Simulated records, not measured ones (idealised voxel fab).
The process module presented herein is designated voxel transistor to metal.
Cross-section cut spans 275 nm and uses square cells 5 nm in size.
Just so we're on the same page, the cross-sections are grids of square cells, and they're listed out in bands top to bottom, each band one or more rows deep. It is stipulated that each band's entry specify, in nanometres, the height of the top of the band and then that of its bottom, followed by the materials of the band in left-to-right sequence, each together with its width in nanometres. A single material marked by the word "throughout" is understood to fill the band from edge to edge; the word "air" is understood to denote empty space. All heights in this document are referenced to 0, defined as the level beneath which the wafer, as received, consists entirely of one material. The lowest band is not bounded below; it extends indefinitely downward and is written in the form "0..down". The width entry "30 to 40" should be interpreted row by row: the top row of cells in the band takes the first number, the bottom row takes the second number, and the change between adjacent rows is uniform throughout. "nothing altered" means the step left every cell of the cross-section as it was. Entry "Voids, fully enclosed". Content: empty spaces with no open connection to the top, size 8 cells or greater. Each: width x height at distance. Distance: from left edge. Unit: nm. Past the settings on a step's line: simulator remark, on that step. Regarding "overlay nm": on a step with a mask, it is the distance the mask lay to the right of its planned place; a negative value places it to the left. So the way this works: pairs, before and after one process step. The after picture only goes down to the lowest band that actually changed, nothing below. Step and its settings are under each pair. And watch out, pairs might come from different runs of this module, same starting wafer though, so a pair only follows on from the one above if its "Prior to processing" entry tells you so.

Prior to processing:
- 0..down | Si throughout
- Voids, fully enclosed: none

Step Outcome:
- 0..-5 | SiO2 throughout
- For the remainder of the cross-section, below -5, there is no change.
- Voids, fully enclosed: none
Which step turns the before cross-section above into the after cross-section? OXIDIZE: depth nm 5

Prior to processing: Please consult the pair immediately above; the cross-section it shows after its step is the state before this step.

Step Outcome:
- 15..0 | SiN throughout
- For the remainder of the cross-section, below 0, there is no change.
- Voids, fully enclosed: none
Which step turns the before cross-section above into the after cross-section? CONFORMAL_DEP: material SiN, thk nm 15

Prior to processing: Please consult the pair immediately above; the cross-section it shows after its step is the state before this step.

Step Outcome:
- 30..15 | aC throughout
- For the remainder of the cross-section, below 15, there is no change.
- Voids, fully enclosed: none
Which step turns the before cross-section above into the after cross-section? DIRECTIONAL_DEP: material aC, thk nm 15

Prior to processing: Please consult the pair immediately above; the cross-section it shows after its step is the state before this step.

Step Outcome:
- 60..30 | 20 air | 105 resist | 25 air | 105 resist | 20 air
- For the remainder of the cross-section, below 30, there is no change.
- Voids, fully enclosed: none
Which step turns the before cross-section above into the after cross-section? PATTERN: tone cover, mask id ACTIVE, material resist, width nm 105, pitch nm 130, thk nm 30, overlay nm 0

Prior to processing: Please consult the pair immediately above; the cross-section it shows after its step is the state before this step.

Step Outcome:
- 45..30 | 20 air | 105 resist | 25 air | 105 resist | 20 air
- 30..15 | 20 air | 105 aC | 25 air | 105 aC | 20 air
- For the remainder of the cross-section, below 15, there is no change.
- Voids, fully enclosed: none
Which step turns the before cross-section above into the after cross-section? DIRECTIONAL_ETCH: etch materials aC, depth nm 15

Prior to processing: Please consult the pair immediately above; the cross-section it shows after its step is the state before this step.

Step Outcome:
- 30..15 | 20 air | 105 aC | 25 air | 105 aC | 20 air
- For the remainder of the cross-section, below 15, there is no change.
- Voids, fully enclosed: none
Which step turns the before cross-section above into the after cross-section? STRIP: etch materials resist

Prior to processing: Please consult the pair immediately above; the cross-section it shows after its step is the state before this step.

Step Outcome:
- 30..15 | 20 air | 105 aC | 25 air | 105 aC | 20 air
- 15..0 | 20 air | 105 SiN | 25 air | 105 SiN | 20 air
- For the remainder of the cross-section, below 0, there is no change.
- Voids, fully enclosed: none
Which step turns the before cross-section above into the after cross-section? DIRECTIONAL_ETCH: etch materials SiN, depth nm 15

Prior to processing: Please consult the pair immediately above; the cross-section it shows after its step is the state before this step.

Step Outcome:
- 30..15 | 20 air | 105 aC | 25 air | 105 aC | 20 air
- 15..0 | 20 air | 105 SiN | 25 air | 105 SiN | 20 air
- 0..-5 | 20 air | 105 SiO2 | 25 air | 105 SiO2 | 20 air
- For the remainder of the cross-section, below -5, there is no change.
- Voids, fully enclosed: none
Which step turns the before cross-section above into the after cross-section? DIRECTIONAL_ETCH: etch materials SiO2, depth nm 5

Prior to processing: Please consult the pair immediately above; the cross-section it shows after its step is the state before this step.

Step Outcome:
- 30..15 | 20 air | 105 aC | 25 air | 105 aC | 20 air
- 15..0 | 20 air | 105 SiN | 25 air | 105 SiN | 20 air
- 0..-5 | 20 air | 105 SiO2 | 25 air | 105 SiO2 | 20 air
- -5..-30 | 20 air | 105 Si | 25 air | 105 Si | 20 air
- For the remainder of the cross-section, below -30, there is no change.
- Voids, fully enclosed: none
Which step turns the before cross-section above into the after cross-section? DIRECTIONAL_ETCH: etch materials Si, depth nm 25

Prior to processing: Please consult the pair immediately above; the cross-section it shows after its step is the state before this step.

Step Outcome:
- 15..0 | 20 air | 105 SiN | 25 air | 105 SiN | 20 air
- For the remainder of the cross-section, below 0, there is no change.
- Voids, fully enclosed: none
Which step turns the before cross-section above into the after cross-section? STRIP: etch materials aC

Prior to processing: Please consult the pair immediately above; the cross-section it shows after its step is the state before this step.

Step Outcome:
- 25..15 | SiO2 throughout
- 15..0 | 20 SiO2 | 105 SiN | 25 SiO2 | 105 SiN | 20 SiO2
- 0..-5 | SiO2 throughout
- -5..-30 | 20 SiO2 | 105 Si | 25 SiO2 | 105 Si | 20 SiO2
- For the remainder of the cross-section, below -30, there is no change.
- Voids, fully enclosed: none
Which step turns the before cross-section above into the after cross-section? FILL_DEP: material SiO2, thk nm 10

Prior to processing: Please consult the pair immediately above; the cross-section it shows after its step is the state before this step.

Step Outcome:
- 15..0 | 20 SiO2 | 105 SiN | 25 SiO2 | 105 SiN | 20 SiO2
- For the remainder of the cross-section, below 0, there is no change.
- Voids, fully enclosed: none
Which step turns the before cross-section above into the after cross-section? CMP: height nm 15

Prior to processing: Please consult the pair immediately above; the cross-section it shows after its step is the state before this step.

Step Outcome:
- 15..10 | 20 air | 105 SiN | 25 air | 105 SiN | 20 air
- For the remainder of the cross-section, below 10, there is no change.
- Voids, fully enclosed: none
Which step turns the before cross-section above into the after cross-section? SELECTIVE_ETCH: etch materials SiO2, depth nm 5

Prior to processing: Please consult the pair immediately above; the cross-section it shows after its step is the state before this step.

Step Outcome:
- 10..0 | 20 SiO2 | 105 air | 25 SiO2 | 105 air | 20 SiO2
- For the remainder of the cross-section, below 0, there is no change.
- Voids, fully enclosed: none
Which step turns the before cross-section above into the after cross-section? STRIP: etch materials SiN

Prior to processing: Please consult the pair immediately above; the cross-section it shows after its step is the state before this step.

Step Outcome:
- 5..-5 | 15 SiO2 | 115 air | 15 SiO2 | 115 air | 15 SiO2
- For the remainder of the cross-section, below -5, there is no change.
- Voids, fully enclosed: none
Which step turns the before cross-section above into the after cross-section? SELECTIVE_ETCH: etch materials SiO2, depth nm 5

Prior to processing: Please consult the pair immediately above; the cross-section it shows after its step is the state before this step.

Step Outcome:
- 5..-5 | 15 SiO2 | 115 air | 15 SiO2 | 115 air | 15 SiO2
- -5..-10 | SiO2 throughout
- For the remainder of the cross-section, below -10, there is no change.
- Voids, fully enclosed: none
Which step turns the before cross-section above into the after cross-section? OXIDIZE: depth nm 5

Prior to processing: Please consult the pair immediately above; the cross-section it shows after its step is the state before this step.

Step Outcome:
- 35..25 | 15 polySi | 115 air | 15 polySi | 115 air | 15 polySi
- 25..5 | polySi throughout
- 5..-5 | 15 SiO2 | 115 polySi | 15 SiO2 | 115 polySi | 15 SiO2
- For the remainder of the cross-section, below -5, there is no change.
- Voids, fully enclosed: none
Which step turns the before cross-section above into the after cross-section? DIRECTIONAL_DEP: material polySi, thk nm 30

Prior to processing: Please consult the pair immediately above; the cross-section it shows after its step is the state before this step.

Step Outcome:
- 50..40 | 15 SiCN | 115 air | 15 SiCN | 115 air | 15 SiCN
- 40..35 | SiCN throughout
- 35..25 | 15 polySi | 115 SiCN | 15 polySi | 115 SiCN | 15 polySi
- For the remainder of the cross-section, below 25, there is no change.
- Voids, fully enclosed: none
Which step turns the before cross-section above into the after cross-section? DIRECTIONAL_DEP: material SiCN, thk nm 15

Prior to processing: Please consult the pair immediately above; the cross-section it shows after its step is the state before this step.

Step Outcome:
- 60..50 | 15 aC | 115 air | 15 aC | 115 air | 15 aC
- 50..40 | 15 SiCN | 115 aC | 15 SiCN | 115 aC | 15 SiCN
- For the remainder of the cross-section, below 40, there is no change.
- Voids, fully enclosed: none
Which step turns the before cross-section above into the after cross-section? DIRECTIONAL_DEP: material aC, thk nm 10

Prior to processing: Please consult the pair immediately above; the cross-section it shows after its step is the state before this step.

Step Outcome:
- 90..60 | 60 air | 25 resist | 105 air | 25 resist | 60 air
- 60..50 | 15 aC | 45 air | 25 resist | 45 air | 15 aC | 45 air | 25 resist | 45 air | 15 aC
- For the remainder of the cross-section, below 50, there is no change.
- Voids, fully enclosed: none
Which step turns the before cross-section above into the after cross-section? PATTERN: tone cover, mask id GATE, material resist, width nm 25, pitch nm 130, thk nm 30, overlay nm 0

Prior to processing: Please consult the pair immediately above; the cross-section it shows after its step is the state before this step.

Step Outcome:
- 80..50 | 60 air | 25 resist | 105 air | 25 resist | 60 air
- 50..40 | 15 SiCN | 45 air | 25 aC | 45 air | 15 SiCN | 45 air | 25 aC | 45 air | 15 SiCN
- For the remainder of the cross-section, below 40, there is no change.
- Voids, fully enclosed: none
Which step turns the before cross-section above into the after cross-section? DIRECTIONAL_ETCH: etch materials aC, depth nm 10

Prior to processing: Please consult the pair immediately above; the cross-section it shows after its step is the state before this step.

Step Outcome:
- 50..40 | 15 SiCN | 45 air | 25 aC | 45 air | 15 SiCN | 45 air | 25 aC | 45 air | 15 SiCN
- For the remainder of the cross-section, below 40, there is no change.
- Voids, fully enclosed: none
Which step turns the before cross-section above into the after cross-section? STRIP: etch materials resist

Prior to processing: Please consult the pair immediately above; the cross-section it shows after its step is the state before this step.

Step Outcome:
- 50..40 | 60 air | 25 aC | 105 air | 25 aC | 60 air
- 40..35 | 60 air | 25 SiCN | 105 air | 25 SiCN | 60 air
- 35..25 | 15 polySi | 45 air | 25 SiCN | 45 air | 15 polySi | 45 air | 25 SiCN | 45 air | 15 polySi
- For the remainder of the cross-section, below 25, there is no change.
- Voids, fully enclosed: none
Which step turns the before cross-section above into the after cross-section? DIRECTIONAL_ETCH: etch materials SiCN, depth nm 25

Prior to processing: Please consult the pair immediately above; the cross-section it shows after its step is the state before this step.

Step Outcome:
- 50..40 | 60 air | 25 aC | 105 air | 25 aC | 60 air
- 40..25 | 60 air | 25 SiCN | 105 air | 25 SiCN | 60 air
- 25..5 | 60 air | 25 polySi | 105 air | 25 polySi | 60 air
- 5..-5 | 15 SiO2 | 45 air | 25 polySi | 45 air | 15 SiO2 | 45 air | 25 polySi | 45 air | 15 SiO2
- For the remainder of the cross-section, below -5, there is no change.
- Voids, fully enclosed: none
Which step turns the before cross-section above into the after cross-section? DIRECTIONAL_ETCH: etch materials polySi, depth nm 40

Prior to processing: Please consult the pair immediately above; the cross-section it shows after its step is the state before this step.

Step Outcome:
- 40..25 | 60 air | 25 SiCN | 105 air | 25 SiCN | 60 air
- For the remainder of the cross-section, below 25, there is no change.
- Voids, fully enclosed: none
Which step turns the before cross-section above into the after cross-section? STRIP: etch materials aC

Prior to processing: Please consult the pair immediately above; the cross-section it shows after its step is the state before this step.

Step Outcome:
- 45..40 | 55 air | 35 SiN | 95 air | 35 SiN | 55 air
- 40..25 | 55 air | 5 SiN | 25 SiCN | 5 SiN | 95 air | 5 SiN | 25 SiCN | 5 SiN | 55 air
- 25..10 | 55 air | 5 SiN | 25 polySi | 5 SiN | 95 air | 5 SiN | 25 polySi | 5 SiN | 55 air
- 10..5 | 20 SiN | 35 air | 5 SiN | 25 polySi | 5 SiN | 35 air | 25 SiN | 35 air | 5 SiN | 25 polySi | 5 SiN | 35 air | 20 SiN
- 5..0 | 15 SiO2 | 5 SiN | 35 air | 5 SiN | 25 polySi | 5 SiN | 35 air | 5 SiN | 15 SiO2 | 5 SiN | 35 air | 5 SiN | 25 polySi | 5 SiN | 35 air | 5 SiN | 15 SiO2
- 0..-5 | 15 SiO2 | 45 SiN | 25 polySi | 45 SiN | 15 SiO2 | 45 SiN | 25 polySi | 45 SiN | 15 SiO2
- For the remainder of the cross-section, below -5, there is no change.
- Voids, fully enclosed: none
Which step turns the before cross-section above into the after cross-section? CONFORMAL_DEP: material SiN, thk nm 5

Prior to processing: Please consult the pair immediately above; the cross-section it shows after its step is the state before this step.

Step Outcome:
- 40..25 | 55 air | 5 SiN | 25 SiCN | 5 SiN | 95 air | 5 SiN | 25 SiCN | 5 SiN | 55 air
- 25..5 | 55 air | 5 SiN | 25 polySi | 5 SiN | 95 air | 5 SiN | 25 polySi | 5 SiN | 55 air
- 5..-5 | 15 SiO2 | 5 SiN | 35 air | 5 SiN | 25 polySi | 5 SiN | 35 air | 5 SiN | 15 SiO2 | 5 SiN | 35 air | 5 SiN | 25 polySi | 5 SiN | 35 air | 5 SiN | 15 SiO2
- For the remainder of the cross-section, below -5, there is no change.
- Voids, fully enclosed: none
Which step turns the before cross-section above into the after cross-section? DIRECTIONAL_ETCH: etch materials SiN, depth nm 5

Prior to processing: Please consult the pair immediately above; the cross-section it shows after its step is the state before this step.

Step Outcome:
- 40..25 | 55 air | 5 SiN | 25 SiCN | 5 SiN | 95 air | 5 SiN | 25 SiCN | 5 SiN | 55 air
- 25..5 | 55 air | 5 SiN | 25 polySi | 5 SiN | 95 air | 5 SiN | 25 polySi | 5 SiN | 55 air
- 5..0 | 15 air | 5 SiN | 35 air | 5 SiN | 25 polySi | 5 SiN | 35 air | 5 SiN | 15 air | 5 SiN | 35 air | 5 SiN | 25 polySi | 5 SiN | 35 air | 5 SiN | 15 air
- 0..-5 | 15 SiO2 | 5 SiN | 35 air | 5 SiN | 25 polySi | 5 SiN | 35 air | 5 SiN | 15 SiO2 | 5 SiN | 35 air | 5 SiN | 25 polySi | 5 SiN | 35 air | 5 SiN | 15 SiO2
- -5..-10 | 20 SiO2 | 35 air | 35 SiO2 | 35 air | 25 SiO2 | 35 air | 35 SiO2 | 35 air | 20 SiO2
- For the remainder of the cross-section, below -10, there is no change.
- Voids, fully enclosed: none
Which step turns the before cross-section above into the after cross-section? DIRECTIONAL_ETCH: etch materials SiO2, depth nm 5

Prior to processing: Please consult the pair immediately above; the cross-section it shows after its step is the state before this step.

Step Outcome:
- 40..25 | 55 air | 5 SiN | 25 SiCN | 5 SiN | 95 air | 5 SiN | 25 SiCN | 5 SiN | 55 air
- 25..5 | 55 air | 5 SiN | 25 polySi | 5 SiN | 95 air | 5 SiN | 25 polySi | 5 SiN | 55 air
- 5..0 | 15 air | 5 SiN | 35 air | 5 SiN | 25 polySi | 5 SiN | 35 air | 5 SiN | 15 air | 5 SiN | 35 air | 5 SiN | 25 polySi | 5 SiN | 35 air | 5 SiN | 15 air
- 0..-5 | 15 SiO2 | 5 SiN | 35 air | 5 SiN | 25 polySi | 5 SiN | 35 air | 5 SiN | 15 SiO2 | 5 SiN | 35 air | 5 SiN | 25 polySi | 5 SiN | 35 air | 5 SiN | 15 SiO2
- -5..-10 | 20 SiO2 | 35 air | 35 SiO2 | 35 air | 25 SiO2 | 35 air | 35 SiO2 | 35 air | 20 SiO2
- -10..-25 | 20 SiO2 | 35 air | 35 Si | 35 air | 25 SiO2 | 35 air | 35 Si | 35 air | 20 SiO2
- For the remainder of the cross-section, below -25, there is no change.
- Voids, fully enclosed: none
Which step turns the before cross-section above into the after cross-section? DIRECTIONAL_ETCH: etch materials Si, depth nm 15

Prior to processing: Please consult the pair immediately above; the cross-section it shows after its step is the state before this step.

Step Outcome:
- 40..25 | 55 air | 5 SiN | 25 SiCN | 5 SiN | 95 air | 5 SiN | 25 SiCN | 5 SiN | 55 air
- 25..10 | 55 air | 5 SiN | 25 polySi | 5 SiN | 95 air | 5 SiN | 25 polySi | 5 SiN | 55 air
- 10..5 | 35 air | 20 pSi | 5 SiN | 25 polySi | 5 SiN | 20 pSi | 55 air | 20 pSi | 5 SiN | 25 polySi | 5 SiN | 20 pSi | 35 air
- 5..0 | 15 air | 5 SiN | 15 air | 20 pSi | 5 SiN | 25 polySi | 5 SiN | 20 pSi | 15 air | 5 SiN | 15 air | 5 SiN | 15 air | 20 pSi | 5 SiN | 25 polySi | 5 SiN | 20 pSi | 15 air | 5 SiN | 15 air
- 0..-5 | 15 SiO2 | 5 SiN | 15 air | 20 pSi | 5 SiN | 25 polySi | 5 SiN | 20 pSi | 15 air | 5 SiN | 15 SiO2 | 5 SiN | 15 air | 20 pSi | 5 SiN | 25 polySi | 5 SiN | 20 pSi | 15 air | 5 SiN | 15 SiO2
- -5..-10 | 20 SiO2 | 35 pSi | 35 SiO2 | 35 pSi | 25 SiO2 | 35 pSi | 35 SiO2 | 35 pSi | 20 SiO2
- -10..-25 | 20 SiO2 | 35 pSi | 35 Si | 35 pSi | 25 SiO2 | 35 pSi | 35 Si | 35 pSi | 20 SiO2
- For the remainder of the cross-section, below -25, there is no change.
- Voids, fully enclosed: none
Which step turns the before cross-section above into the after cross-section? EPI: material pSi, thk nm 20

Prior to processing: Please consult the pair immediately above; the cross-section it shows after its step is the state before this step.

Step Outcome:
- 45..40 | SiO2 throughout
- 40..25 | 55 SiO2 | 5 SiN | 25 SiCN | 5 SiN | 95 SiO2 | 5 SiN | 25 SiCN | 5 SiN | 55 SiO2
- 25..10 | 55 SiO2 | 5 SiN | 25 polySi | 5 SiN | 95 SiO2 | 5 SiN | 25 polySi | 5 SiN | 55 SiO2
- 10..5 | 35 SiO2 | 20 pSi | 5 SiN | 25 polySi | 5 SiN | 20 pSi | 55 SiO2 | 20 pSi | 5 SiN | 25 polySi | 5 SiN | 20 pSi | 35 SiO2
- 5..-5 | 15 SiO2 | 5 SiN | 15 SiO2 | 20 pSi | 5 SiN | 25 polySi | 5 SiN | 20 pSi | 15 SiO2 | 5 SiN | 15 SiO2 | 5 SiN | 15 SiO2 | 20 pSi | 5 SiN | 25 polySi | 5 SiN | 20 pSi | 15 SiO2 | 5 SiN | 15 SiO2
- For the remainder of the cross-section, below -5, there is no change.
- Voids, fully enclosed: none
Which step turns the before cross-section above into the after cross-section? FILL_DEP: material SiO2, thk nm 5

Prior to processing: Please consult the pair immediately above; the cross-section it shows after its step is the state before this step.

Step Outcome:
- 40..25 | 55 SiO2 | 5 SiN | 25 SiCN | 5 SiN | 95 SiO2 | 5 SiN | 25 SiCN | 5 SiN | 55 SiO2
- For the remainder of the cross-section, below 25, there is no change.
- Voids, fully enclosed: none
Which step turns the before cross-section above into the after cross-section? CMP: height nm 40

Prior to processing: Please consult the pair immediately above; the cross-section it shows after its step is the state before this step.

Step Outcome:
- 55..40 | SiO2 throughout
- For the remainder of the cross-section, below 40, there is no change.
- Voids, fully enclosed: none
Which step turns the before cross-section above into the after cross-section? DIRECTIONAL_DEP: material SiO2, thk nm 15

Prior to processing: Please consult the pair immediately above; the cross-section it shows after its step is the state before this step.

Step Outcome:
- 70..55 | 25 resist | 30 air | 35 resist | 30 air | 35 resist | 30 air | 35 resist | 30 air | 25 resist
- For the remainder of the cross-section, below 55, there is no change.
- Voids, fully enclosed: none
Which step turns the before cross-section above into the after cross-section? PATTERN: tone open, mask id CONTACT, material resist, width nm 30, pitch nm 65, thk nm 15, overlay nm 0

Prior to processing: Please consult the pair immediately above; the cross-section it shows after its step is the state before this step.

Step Outcome:
- 70..55 | 25 resist | 30 air | 35 resist | 30 air | 35 resist | 30 air | 35 resist | 30 air | 25 resist
- 55..40 | 25 SiO2 | 30 air | 35 SiO2 | 30 air | 35 SiO2 | 30 air | 35 SiO2 | 30 air | 25 SiO2
- 40..25 | 25 SiO2 | 30 air | 5 SiN | 25 SiCN | 5 SiN | 30 air | 35 SiO2 | 30 air | 5 SiN | 25 SiCN | 5 SiN | 30 air | 25 SiO2
- 25..10 | 25 SiO2 | 30 air | 5 SiN | 25 polySi | 5 SiN | 30 air | 35 SiO2 | 30 air | 5 SiN | 25 polySi | 5 SiN | 30 air | 25 SiO2
- 10..5 | 25 SiO2 | 10 air | 20 pSi | 5 SiN | 25 polySi | 5 SiN | 20 pSi | 10 air | 35 SiO2 | 10 air | 20 pSi | 5 SiN | 25 polySi | 5 SiN | 20 pSi | 10 air | 25 SiO2
- 5..-5 | 15 SiO2 | 5 SiN | 5 SiO2 | 10 air | 20 pSi | 5 SiN | 25 polySi | 5 SiN | 20 pSi | 10 air | 5 SiO2 | 5 SiN | 15 SiO2 | 5 SiN | 5 SiO2 | 10 air | 20 pSi | 5 SiN | 25 polySi | 5 SiN | 20 pSi | 10 air | 5 SiO2 | 5 SiN | 15 SiO2
- For the remainder of the cross-section, below -5, there is no change.
- Voids, fully enclosed: none
Which step turns the before cross-section above into the after cross-section? DIRECTIONAL_ETCH: etch materials SiO2, depth nm 60

Prior to processing: Please consult the pair immediately above; the cross-section it shows after its step is the state before this step.

Step Outcome:
- 55..40 | 25 SiO2 | 30 air | 35 SiO2 | 30 air | 35 SiO2 | 30 air | 35 SiO2 | 30 air | 25 SiO2
- For the remainder of the cross-section, below 40, there is no change.
- Voids, fully enclosed: none
Which step turns the before cross-section above into the after cross-section? STRIP: etch materials resist

Prior to processing: Please consult the pair immediately above; the cross-section it shows after its step is the state before this step.

Step Outcome:
- 60..55 | 30 TiN | 20 air | 45 TiN | 20 air | 45 TiN | 20 air | 45 TiN | 20 air | 30 TiN
- 55..40 | 25 SiO2 | 5 TiN | 20 air | 5 TiN | 35 SiO2 | 5 TiN | 20 air | 5 TiN | 35 SiO2 | 5 TiN | 20 air | 5 TiN | 35 SiO2 | 5 TiN | 20 air | 5 TiN | 25 SiO2
- 40..25 | 25 SiO2 | 5 TiN | 20 air | 5 TiN | 5 SiN | 25 SiCN | 5 SiN | 5 TiN | 20 air | 5 TiN | 35 SiO2 | 5 TiN | 20 air | 5 TiN | 5 SiN | 25 SiCN | 5 SiN | 5 TiN | 20 air | 5 TiN | 25 SiO2
- 25..15 | 25 SiO2 | 5 TiN | 20 air | 5 TiN | 5 SiN | 25 polySi | 5 SiN | 5 TiN | 20 air | 5 TiN | 35 SiO2 | 5 TiN | 20 air | 5 TiN | 5 SiN | 25 polySi | 5 SiN | 5 TiN | 20 air | 5 TiN | 25 SiO2
- 15..10 | 25 SiO2 | 30 TiN | 5 SiN | 25 polySi | 5 SiN | 30 TiN | 35 SiO2 | 30 TiN | 5 SiN | 25 polySi | 5 SiN | 30 TiN | 25 SiO2
- 10..5 | 25 SiO2 | 10 TiN | 20 pSi | 5 SiN | 25 polySi | 5 SiN | 20 pSi | 10 TiN | 35 SiO2 | 10 TiN | 20 pSi | 5 SiN | 25 polySi | 5 SiN | 20 pSi | 10 TiN | 25 SiO2
- 5..-5 | 15 SiO2 | 5 SiN | 5 SiO2 | 10 TiN | 20 pSi | 5 SiN | 25 polySi | 5 SiN | 20 pSi | 10 TiN | 5 SiO2 | 5 SiN | 15 SiO2 | 5 SiN | 5 SiO2 | 10 TiN | 20 pSi | 5 SiN | 25 polySi | 5 SiN | 20 pSi | 10 TiN | 5 SiO2 | 5 SiN | 15 SiO2
- For the remainder of the cross-section, below -5, there is no change.
- Voids, fully enclosed: none
Which step turns the before cross-section above into the after cross-section? CONFORMAL_DEP: material TiN, thk nm 5

Prior to processing: Please consult the pair immediately above; the cross-section it shows after its step is the state before this step.

Step Outcome:
- 65..60 | W throughout
- 60..55 | 30 TiN | 20 W | 45 TiN | 20 W | 45 TiN | 20 W | 45 TiN | 20 W | 30 TiN
- 55..40 | 25 SiO2 | 5 TiN | 20 W | 5 TiN | 35 SiO2 | 5 TiN | 20 W | 5 TiN | 35 SiO2 | 5 TiN | 20 W | 5 TiN | 35 SiO2 | 5 TiN | 20 W | 5 TiN | 25 SiO2
- 40..25 | 25 SiO2 | 5 TiN | 20 W | 5 TiN | 5 SiN | 25 SiCN | 5 SiN | 5 TiN | 20 W | 5 TiN | 35 SiO2 | 5 TiN | 20 W | 5 TiN | 5 SiN | 25 SiCN | 5 SiN | 5 TiN | 20 W | 5 TiN | 25 SiO2
- 25..15 | 25 SiO2 | 5 TiN | 20 W | 5 TiN | 5 SiN | 25 polySi | 5 SiN | 5 TiN | 20 W | 5 TiN | 35 SiO2 | 5 TiN | 20 W | 5 TiN | 5 SiN | 25 polySi | 5 SiN | 5 TiN | 20 W | 5 TiN | 25 SiO2
- For the remainder of the cross-section, below 15, there is no change.
- Voids, fully enclosed: none
Which step turns the before cross-section above into the after cross-section? FILL_DEP: material W, thk nm 5

Prior to processing: Please consult the pair immediately above; the cross-section it shows after its step is the state before this step.

Step Outcome:
- 55..40 | 25 SiO2 | 5 TiN | 20 W | 5 TiN | 35 SiO2 | 5 TiN | 20 W | 5 TiN | 35 SiO2 | 5 TiN | 20 W | 5 TiN | 35 SiO2 | 5 TiN | 20 W | 5 TiN | 25 SiO2
- For the remainder of the cross-section, below 40, there is no change.
- Voids, fully enclosed: none
Which step turns the before cross-section above into the after cross-section? CMP: height nm 55

Prior to processing: Please consult the pair immediately above; the cross-section it shows after its step is the state before this step.

Step Outcome:
- 60..55 | TiN throughout
- For the remainder of the cross-section, below 55, there is no change.
- Voids, fully enclosed: none
Which step turns the before cross-section above into the after cross-section? DIRECTIONAL_DEP: material TiN, thk nm 5

Prior to processing: Please consult the pair immediately above; the cross-section it shows after its step is the state before this step.

Step Outcome:
- 85..60 | W throughout
- For the remainder of the cross-section, below 60, there is no change.
- Voids, fully enclosed: none
Which step turns the before cross-section above into the after cross-section? DIRECTIONAL_DEP: material W, thk nm 25

Prior to processing: Please consult the pair immediately above; the cross-section it shows after its step is the state before this step.

Step Outcome:
- 85..60 | 25 air | 15 W | 65 air | 15 W | 35 air | 15 W | 65 air | 15 W | 25 air
- For the remainder of the cross-section, below 60, there is no change.
- Voids, fully enclosed: none
Which step turns the before cross-section above into the after cross-section? MASKED_ETCH: tone cover, mask id METAL_1, width nm 15, etch materials W, depth nm 25, overlay nm 0

Prior to processing: Please consult the pair immediately above; the cross-section it shows after its step is the state before this step.

Step Outcome:
- 85..60 | 25 air | 15 W | 65 air | 15 W | 35 air | 15 W | 65 air | 15 W | 25 air
- 60..55 | 25 air | 15 TiN | 65 air | 15 TiN | 35 air | 15 TiN | 65 air | 15 TiN | 25 air
- For the remainder of the cross-section, below 55, there is no change.
- Voids, fully enclosed: none
Which step turns the before cross-section above into the after cross-section? MASKED_ETCH: tone cover, mask id METAL_1, width nm 15, etch materials TiN, depth nm 5, overlay nm 0

Prior to processing: Please consult the pair immediately above; the cross-section it shows after its step is the state before this step.

Step Outcome:
- 90..85 | 20 air | 25 SiCN | 55 air | 25 SiCN | 25 air | 25 SiCN | 55 air | 25 SiCN | 20 air
- 85..60 | 20 air | 5 SiCN | 15 W | 5 SiCN | 55 air | 5 SiCN | 15 W | 5 SiCN | 25 air | 5 SiCN | 15 W | 5 SiCN | 55 air | 5 SiCN | 15 W | 5 SiCN | 20 air
- 60..55 | 25 SiCN | 15 TiN | 65 SiCN | 15 TiN | 35 SiCN | 15 TiN | 65 SiCN | 15 TiN | 25 SiCN
- For the remainder of the cross-section, below 55, there is no change.
- Voids, fully enclosed: none
Which step turns the before cross-section above into the after cross-section? CONFORMAL_DEP: material SiCN, thk nm 5

Prior to processing: Please consult the pair immediately above; the cross-section it shows after its step is the state before this step.

Step Outcome:
- 95..90 | SiO2 throughout
- 90..85 | 20 SiO2 | 25 SiCN | 55 SiO2 | 25 SiCN | 25 SiO2 | 25 SiCN | 55 SiO2 | 25 SiCN | 20 SiO2
- 85..60 | 20 SiO2 | 5 SiCN | 15 W | 5 SiCN | 55 SiO2 | 5 SiCN | 15 W | 5 SiCN | 25 SiO2 | 5 SiCN | 15 W | 5 SiCN | 55 SiO2 | 5 SiCN | 15 W | 5 SiCN | 20 SiO2
- For the remainder of the cross-section, below 60, there is no change.
- Voids, fully enclosed: none
Which step turns the before cross-section above into the after cross-section? FILL_DEP: material SiO2, thk nm 5

Prior to processing: Please consult the pair immediately above; the cross-section it shows after its step is the state before this step.

Step Outcome:
- 85..60 | 20 SiO2 | 5 SiCN | 15 W | 5 SiCN | 55 SiO2 | 5 SiCN | 15 W | 5 SiCN | 25 SiO2 | 5 SiCN | 15 W | 5 SiCN | 55 SiO2 | 5 SiCN | 15 W | 5 SiCN | 20 SiO2
- For the remainder of the cross-section, below 60, there is no change.
- Voids, fully enclosed: none
Which step turns the before cross-section above into the after cross-section? CMP: height nm 85

Prior to processing: Please consult the pair immediately above; the cross-section it shows after its step is the state before this step.

Step Outcome:
- 90..85 | SiN throughout
- For the remainder of the cross-section, below 85, there is no change.
- Voids, fully enclosed: none
Which step turns the before cross-section above into the after cross-section? CONFORMAL_DEP: material SiN, thk nm 5

Prior to processing:
- 30..15 | 20 air | 105 aC | 25 air | 105 aC | 20 air
- 15..0 | 20 air | 105 SiN | 25 air | 105 SiN | 20 air
- 0..-5 | 20 air | 105 SiO2 | 25 air | 105 SiO2 | 20 air
- -5..-30 | 20 air | 105 Si | 25 air | 105 Si | 20 air
- -30..down | Si throughout
- Voids, fully enclosed: none

Step Outcome:
- 40..30 | SiO2 throughout
- 30..15 | 20 SiO2 | 105 aC | 25 SiO2 | 105 aC | 20 SiO2
- 15..0 | 20 SiO2 | 105 SiN | 25 SiO2 | 105 SiN | 20 SiO2
- 0..-5 | SiO2 throughout
- -5..-30 | 20 SiO2 | 105 Si | 25 SiO2 | 105 Si | 20 SiO2
- For the remainder of the cross-section, below -30, there is no change.
- Voids, fully enclosed: none
Which step turns the before cross-section above into the after cross-section? FILL_DEP: material SiO2, thk nm 10

Prior to processing: Please consult the pair immediately above; the cross-section it shows after its step is the state before this step.

Step Outcome:
- 15..0 | 20 SiO2 | 105 SiN | 25 SiO2 | 105 SiN | 20 SiO2
- For the remainder of the cross-section, below 0, there is no change.
- Voids, fully enclosed: none
Which step turns the before cross-section above into the after cross-section? CMP: height nm 15
